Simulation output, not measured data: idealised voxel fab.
The process module that follows is named voxel transistor to metal.
Section cut is 145 nm wide and gridded with 5 nm square cells.
A cross-section in this document is a grid of square cells, and it is written down as bands, the top band listed before the ones below it; a band is made up of one or more rows of cells.
Top height, bottom height, nm. Materials left to right, width each, nm. Single material + "everywhere" = fills band edge to edge. "air" = empty.
Convention: height 0 is the level below which the wafer, as received, is all one material. The lowest band does not terminate at the bottom but continues downward, represented as "0 -> down".
A width given as "30 to 40" starts at the first number in the band's top row and ends at the second number in its bottom row, shifting by an equal amount at every step from row to row.
It should be understood that the words "stayed the same", when stated for a given step, signify that the cross-section underwent no change in any of its cells during that step.
Reported under the label "Enclosed internal voids" are the empty spaces having no open way to the top and comprising 8 cells or more; the notation for each is width x height at distance, in which the distance is measured from the left edge and all three values are in nm.
Anything after a step's settings on that line? It's the simulator's own note about the step.
Among the settings permitted on a step's line is "overlay nm"; applied to a step with a mask, it specifies the extent to which the mask lay to the right of its planned position, whereas a negative figure signifies a position to the left.

The process steps that were planned are listed below
1: RECEIVE: material Si
2: CONFORMAL_DEP: material SiO2, thk nm 5
3: CONFORMAL_DEP: material SiN, thk nm 15
4: DIRECTIONAL_DEP: material aC, thk nm 15
5: PATTERN: tone cover, mask id ACTIVE, material resist, width nm 95, thk nm 30, overlay nm 0
6: DIRECTIONAL_ETCH: etch materials aC, depth nm 15
7: STRIP: etch materials resist
8: DIRECTIONAL_ETCH: etch materials SiN, depth nm 15
9: DIRECTIONAL_ETCH: etch materials SiO2, depth nm 5
10: DIRECTIONAL_ETCH: etch materials Si, depth nm 35
11: STRIP: etch materials aC
12: OXIDIZE: depth nm 5
13: FILL_DEP: material SiO2, thk nm 10
14: CMP: height nm 20
15: SELECTIVE_ETCH: etch materials SiO2, depth nm 10
16: STRIP: etch materials SiN
17: SELECTIVE_ETCH: etch materials SiO2, depth nm 5
18: OXIDIZE: depth nm 5
19: DIRECTIONAL_DEP: material polySi, thk nm 30
20: DIRECTIONAL_DEP: material SiCN, thk nm 10
21: DIRECTIONAL_DEP: material aC, thk nm 15
22: PATTERN: tone cover, mask id GATE, material resist, width nm 25, thk nm 35, overlay nm 0
23: DIRECTIONAL_ETCH: etch materials aC, depth nm 15
24: STRIP: etch materials resist
25: DIRECTIONAL_ETCH: etch materials SiCN, depth nm 20
26: DIRECTIONAL_ETCH: etch materials polySi, depth nm 40
27: STRIP: etch materials aC
28: CONFORMAL_DEP: material SiN, thk nm 5
29: DIRECTIONAL_ETCH: etch materials SiN, depth nm 5
30: DIRECTIONAL_ETCH: etch materials SiO2, depth nm 5
31: DIRECTIONAL_ETCH: etch materials Si, depth nm 15
32: EPI: material SiGe, thk nm 20
33: FILL_DEP: material SiO2, thk nm 5
34: CMP: height nm 30
35: STRIP: etch materials polySi
36: SELECTIVE_ETCH: etch materials SiO2, depth nm 5
37: CONFORMAL_DEP: material HfO2, thk nm 5
38: CONFORMAL_DEP: material TiN, thk nm 5
39: FILL_DEP: material W, thk nm 10
40: CMP: height nm 25
41: DIRECTIONAL_DEP: material SiO2, thk nm 10
42: MASKED_ETCH: tone open, mask id CONTACT, width nm 15, pitch nm 70, etch materials SiO2, depth nm 35, overlay nm 0
43: CONFORMAL_DEP: material TiN, thk nm 5
44: FILL_DEP: material Ru, thk nm 10
45: CMP: height nm 35
46: CONFORMAL_DEP: material SiCN, thk nm 5
47: DIRECTIONAL_DEP: material SiO2, thk nm 20
48: MASKED_ETCH: tone open, mask id METAL_1, width nm 15, pitch nm 70, etch materials SiO2, depth nm 20, overlay nm 0
49: MASKED_ETCH: tone open, mask id METAL_1, width nm 15, pitch nm 70, etch materials SiCN, depth nm 5, overlay nm 0
50: CONFORMAL_DEP: material TiN, thk nm 5
51: FILL_DEP: material W, thk nm 5
52: CMP: height nm 60
53: EPI: material Ru, thk nm 5
54: FILL_DEP: material SiCN, thk nm 5

Cross-section of the incoming wafer, state after step 1
  0 -> down: Si everywhere
  Enclosed internal voids: none

Sectioned view, first of two wafers, at the close of the module, processed as intended in the plan
  70 -> 65: SiCN everywhere
  65 -> 60: 25 SiCN | 25 Ru | 45 SiCN | 25 Ru | 25 SiCN
  60 -> 40: 30 SiO2 | 5 TiN | 5 W | 5 TiN | 55 SiO2 | 5 TiN | 5 W | 5 TiN | 30 SiO2
  40 -> 35: 30 SiCN | 15 TiN | 55 SiCN | 15 TiN | 30 SiCN
  35 -> 25: 30 SiO2 | 5 TiN | 5 Ru | 5 TiN | 55 SiO2 | 5 TiN | 5 Ru | 5 TiN | 30 SiO2
  25 -> 20: 30 SiO2 | 5 TiN | 5 Ru | 5 TiN | 10 SiO2 | 5 SiN | 5 HfO2 | 5 TiN | 5 W | 5 TiN | 5 HfO2 | 5 SiN | 10 SiO2 | 5 TiN | 5 Ru | 5 TiN | 30 SiO2
  20 -> 15: 30 SiO2 | 15 TiN | 10 SiO2 | 5 SiN | 5 HfO2 | 5 TiN | 5 W | 5 TiN | 5 HfO2 | 5 SiN | 10 SiO2 | 15 TiN | 30 SiO2
  15 -> 5: 30 SiO2 | 5 TiN | 20 SiGe | 5 SiN | 5 HfO2 | 5 TiN | 5 W | 5 TiN | 5 HfO2 | 5 SiN | 20 SiGe | 5 TiN | 30 SiO2
  5 -> 0: 20 SiO2 | 5 SiN | 5 SiO2 | 5 TiN | 20 SiGe | 5 SiN | 5 HfO2 | 15 TiN | 5 HfO2 | 5 SiN | 20 SiGe | 5 TiN | 5 SiO2 | 5 SiN | 20 SiO2
  0 -> -5: 25 SiO2 | 30 SiGe | 35 HfO2 | 30 SiGe | 25 SiO2
  -5 -> -20: 30 SiO2 | 25 SiGe | 35 Si | 25 SiGe | 30 SiO2
  -20 -> -40: 30 SiO2 | 85 Si | 30 SiO2
  -40 -> down: Si everywhere
  Enclosed internal voids: none

Second of two wafers, module complete, sectioned: it shares the first wafer's start and plan but was run with one mistake
  70 -> 65: SiCN everywhere
  65 -> 60: 25 SiCN | 25 Ru | 45 SiCN | 25 Ru | 25 SiCN
  60 -> 40: 30 SiO2 | 5 TiN | 5 W | 5 TiN | 55 SiO2 | 5 TiN | 5 W | 5 TiN | 30 SiO2
  40 -> 35: 30 SiCN | 15 TiN | 55 SiCN | 15 TiN | 30 SiCN
  35 -> 25: 30 SiO2 | 5 TiN | 5 Ru | 5 TiN | 55 SiO2 | 5 TiN | 5 Ru | 5 TiN | 30 SiO2
  25 -> 20: 30 SiO2 | 5 TiN | 5 Ru | 5 TiN | 10 SiO2 | 5 SiN | 5 TiN | 5 HfO2 | 5 W | 5 HfO2 | 5 TiN | 5 SiN | 10 SiO2 | 5 TiN | 5 Ru | 5 TiN | 30 SiO2
  20 -> 15: 30 SiO2 | 15 TiN | 10 SiO2 | 5 SiN | 5 TiN | 5 HfO2 | 5 W | 5 HfO2 | 5 TiN | 5 SiN | 10 SiO2 | 15 TiN | 30 SiO2
  15 -> 5: 30 SiO2 | 5 TiN | 20 SiGe | 5 SiN | 5 TiN | 5 HfO2 | 5 W | 5 HfO2 | 5 TiN | 5 SiN | 20 SiGe | 5 TiN | 30 SiO2
  5 -> 0: 20 SiO2 | 5 SiN | 5 SiO2 | 5 TiN | 20 SiGe | 5 SiN | 5 TiN | 15 HfO2 | 5 TiN | 5 SiN | 20 SiGe | 5 TiN | 5 SiO2 | 5 SiN | 20 SiO2
  0 -> -5: 25 SiO2 | 30 SiGe | 35 TiN | 30 SiGe | 25 SiO2
  -5 -> -20: 30 SiO2 | 25 SiGe | 35 Si | 25 SiGe | 30 SiO2
  -20 -> -40: 30 SiO2 | 85 Si | 30 SiO2
  -40 -> down: Si everywhere
  Enclosed internal voids: none
Plan not followed: steps 37 and 38 swapped
The second wafer ends with more or fewer cells of some materials than the first, per final count: HfO2: 6 fewer, TiN: 6 more
